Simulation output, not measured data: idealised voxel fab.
process module | voxel capacitor over wiring
cross-section cut | 230 nm wide | cells 5 nm
A cross-section is a grid of square cells, given in bands from the top down. A band is one or more rows of cells.
Each band's line starts with the height of the band's top and of its bottom, in nm. Then come its materials from left to right, each with its width in nm. One material with "throughout" fills the band from edge to edge. "air" is empty space.
Height 0 is the level under which the wafer as received is all one material. The lowest band goes on downwards, as in "0 down".
A width such as "30 to 40" changes by the same amount from each row of cells to the next, from the band's top row to its bottom row.
"no change" after a step means that no cell of the cross-section changed.
closed voids: empty space of 8 cells or more with no open way to the top, each as width x height at its distance from the left edge, in nm
after a step's settings: what the simulator itself notes on the step
overlay nm, on a step with a mask: how far to the right of its planned place the mask lay; to the left if negative
plan
1 op RECEIVE | material Si
2 op CONFORMAL_DEP | material SiO2 | thk nm 10
3 op DIRECTIONAL_DEP | material TiN | thk nm 5
4 op DIRECTIONAL_DEP | material W | thk nm 25
5 op DIRECTIONAL_DEP | material aC | thk nm 10
6 op PATTERN | tone cover | mask id METAL_1 | material resist | width nm 30 | pitch nm 85 | thk nm 30 | overlay nm 0
7 op DIRECTIONAL_ETCH | etch materials aC | depth nm 10
8 op STRIP | etch materials resist
9 op DIRECTIONAL_ETCH | etch materials W | depth nm 25
10 op DIRECTIONAL_ETCH | etch materials TiN | depth nm 5
11 op STRIP | etch materials aC
12 op FILL_DEP | material SiO2 | thk nm 5
13 op CMP | height nm 40
14 op CONFORMAL_DEP | material SiCN | thk nm 5
15 op DIRECTIONAL_DEP | material SiO2 | thk nm 20
16 op PATTERN | tone open | mask id PLUG_1 | material resist | width nm 15 | thk nm 20 | overlay nm 0
17 op DIRECTIONAL_ETCH | etch materials SiO2 | depth nm 20
18 op DIRECTIONAL_ETCH | etch materials SiCN | depth nm 5
19 op STRIP | etch materials resist
20 op CONFORMAL_DEP | material TiN | thk nm 5
21 op FILL_DEP | material Ru | thk nm 10
22 op CMP | height nm 65
23 op DIRECTIONAL_DEP | material TiN | thk nm 10
24 op DIRECTIONAL_DEP | material SiN | thk nm 5
25 op DIRECTIONAL_DEP | material TiN | thk nm 10
26 op PATTERN | tone cover | mask id UPPER_PLATE | material resist | width nm 60 | thk nm 20 | overlay nm 0
27 op DIRECTIONAL_ETCH | etch materials TiN | depth nm 10
28 op DIRECTIONAL_ETCH | etch materials SiN | depth nm 5
29 op STRIP | etch materials resist
30 op PATTERN | tone cover | mask id LOWER_PLATE | material resist | width nm 70 | thk nm 15 | overlay nm 0
31 op DIRECTIONAL_ETCH | etch materials TiN | depth nm 10
32 op STRIP | etch materials resist
33 op FILL_DEP | material SiO2 | thk nm 15
34 op CMP | height nm 100
35 op PATTERN | tone open | mask id PLUG_2 | material resist | width nm 15 | thk nm 20 | overlay nm 0
36 op DIRECTIONAL_ETCH | etch materials SiO2 | depth nm 10
37 op STRIP | etch materials resist
38 op CONFORMAL_DEP | material TiN | thk nm 5
39 op FILL_DEP | material W | thk nm 10
40 op CMP | height nm 100
41 op CONFORMAL_DEP | material SiN | thk nm 5
as received, after step 1
  0 down: Si throughout
  closed voids: none
first wafer at the end, as planned
  105 to 100: SiN throughout
  100 to 95: SiO2 80 | TiN 5 | W 5 | TiN 5 | SiO2 135
  95 to 90: SiO2 80 | TiN 15 | SiO2 135
  90 to 80: SiO2 70 | TiN 60 | SiO2 100
  80 to 75: SiO2 70 | SiN 60 | SiO2 100
  75 to 65: SiO2 65 | TiN 70 | SiO2 95
  65 to 45: SiO2 70 | TiN 5 | Ru 5 | TiN 5 | SiO2 145
  45 to 40: SiCN 70 | TiN 15 | SiCN 145
  40 to 15: SiO2 55 | W 30 | SiO2 55 | W 30 | SiO2 60
  15 to 10: SiO2 55 | TiN 30 | SiO2 55 | TiN 30 | SiO2 60
  10 to 0: SiO2 throughout
  0 down: Si throughout
  closed voids: none
second wafer at the end: like start, like plan, one mistake
  105 to 100: SiN throughout
  100 to 90: SiCN throughout
  90 to 80: SiCN 70 | TiN 60 | SiCN 100
  80 to 75: SiCN 70 | SiN 60 | SiCN 100
  75 to 65: SiCN 65 | TiN 70 | SiCN 95
  65 to 45: SiO2 70 | TiN 5 | Ru 5 | TiN 5 | SiO2 145
  45 to 40: SiCN 70 | TiN 15 | SiCN 145
  40 to 15: SiO2 55 | W 30 | SiO2 55 | W 30 | SiO2 60
  15 to 10: SiO2 55 | TiN 30 | SiO2 55 | TiN 30 | SiO2 60
  10 to 0: SiO2 throughout
  0 down: Si throughout
  closed voids: none
what went wrong: step 33 ran as: op FILL_DEP | material SiCN | thk nm 15
at the end the second wafer has, in cells: 258 more of SiCN | 252 fewer of SiO2 | 5 fewer of TiN | 1 fewer of W
